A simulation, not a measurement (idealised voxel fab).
The process module that follows is named voxel gate over fins.
Square cell edge 5 nm, section width 250 nm, ID cut.
Bands, listed from the top down, are how a cross-section gets written in this document; the cross-section itself is a grid of square cells, and a band is one or more rows of them. This entry defines a band. It first specifies the height of the band's top and the height of its bottom in nm, and then specifies the band's materials from left to right, stating each material with its width in nm. The word "throughout" identifies a single material that fills the band from edge to edge, while the word "empty" identifies empty space. Beneath 0, the wafer as received is one material, and that level is where height counting begins. The lowest band goes on downward without a bottom; it is written like "0 -> down". A two-number width, for instance "30..40", indicates that the width is equal to the first number in the top row of the band and to the second number in the bottom row, and that it changes by a constant amount per row of cells. Where the words "nothing was modified" appear for a step, the cross-section shows no cell changed by that step; every cell remained as before. You'll see "Enclosed cavity list" listing empty spaces that have no way open to the top, as long as they're 8 cells or more; the notation is width x height at distance, where the distance is from the left edge, and all of it is in nm. That trailing text on a step's line, after the settings, is the simulator's own remark on the step. What "overlay nm" on a step's line means: if the step has a mask, that mask lay this far to the right of its planned place, or, when the value is negative, to the left.

Process steps (planned)
| 1 | RECEIVE with material Si |
| 2 | CONFORMAL_DEP with material SiN, thk nm 10 |
| 3 | PATTERN with tone cover, mask id FINS, material resist, width nm 15, pitch nm 35, thk nm 20, overlay nm 0 |
| 4 | DIRECTIONAL_ETCH with etch materials SiN, depth nm 10 |
| 5 | DIRECTIONAL_ETCH with etch materials Si, depth nm 35 |
| 6 | STRIP with etch materials resist |
| 7 | FILL_DEP with material SiO2, thk nm 10 |
| 8 | CMP with height nm 10 |
| 9 | SELECTIVE_ETCH with etch materials SiO2, depth nm 25 |
| 10 | STRIP with etch materials SiN |
| 11 | CONFORMAL_DEP with material HfO2, thk nm 5 |
| 12 | CONFORMAL_DEP with material TiN, thk nm 5 |
| 13 | CONFORMAL_DEP with material TiAl, thk nm 5 |
| 14 | CONFORMAL_DEP with material TiN, thk nm 5 |
| 15 | FILL_DEP with material W, thk nm 10 |
| 16 | CMP with height nm 25 |
| 17 | CONFORMAL_DEP with material SiN, thk nm 5 |

As-received wafer cross-section (after step 1)
  0 -> down  Si throughout
  Enclosed cavity list: none

First wafer of two, sectioned at end of module; run went per plan
  30 -> 25  SiN throughout
  25 -> 20  W throughout
  20 -> 15  W 80, then TiN 90, then W 80
  15 -> 10  W 80, then TiN 5, then TiAl 80, then TiN 5, then W 80
  10 -> 5  W 80, then TiN 5, then TiAl 5, then TiN 70, then TiAl 5, then TiN 5, then W 80
  5 -> 0  TiN 85, then TiAl 5, then TiN 5, then HfO2 25, then TiN 10, then HfO2 25, then TiN 5, then TiAl 5, then TiN 85
  0 -> -5  TiAl 90, then TiN 5, then HfO2 5, then Si 15, then HfO2 5, then TiN 10, then HfO2 5, then Si 15, then HfO2 5, then TiN 5, then TiAl 90
  -5 -> -10  TiN 95, then HfO2 5, then Si 15, then HfO2 5, then TiN 10, then HfO2 5, then Si 15, then HfO2 5, then TiN 95
  -10 -> -15  HfO2 100, then Si 15, then HfO2 20, then Si 15, then HfO2 100
  -15 -> -35  SiO2 100, then Si 15, then SiO2 20, then Si 15, then SiO2 100
  -35 -> down  Si throughout
  Enclosed cavity list: none

This cross-section belongs to the second wafer of two at the end of the module; the start and the plan were shared with the first, and the run included one mistake
  30 -> 25  SiN throughout
  25 -> 20  W throughout
  20 -> 15  TiN throughout
  15 -> 10  TiAl throughout
  10 -> 5  TiN throughout
  5 -> 0  HfO2 105, then TiN 5, then HfO2 30, then TiN 5, then HfO2 105
  0 -> -10  Si 100, then HfO2 5, then TiN 5, then HfO2 5, then Si 20, then HfO2 5, then TiN 5, then HfO2 5, then Si 100
  -10 -> -15  Si 100, then HfO2 15, then Si 20, then HfO2 15, then Si 100
  -15 -> -35  Si 100, then SiO2 15, then Si 20, then SiO2 15, then Si 100
  -35 -> down  Si throughout
  Enclosed cavity list: none
So what did we get wrong on this run? so step 3 ended up running with a different setting than we planned, it ran as PATTERN with tone open, mask id FINS, material resist, width nm 15, pitch nm 35, thk nm 20, overlay nm 0
Once processing is complete, comparing cell counts shows that the second wafer has more or fewer of certain materials than the first: Si: 266 more; SiO2: 152 fewer; TiAl: 6 fewer; TiN: 12 fewer; W: 96 fewer
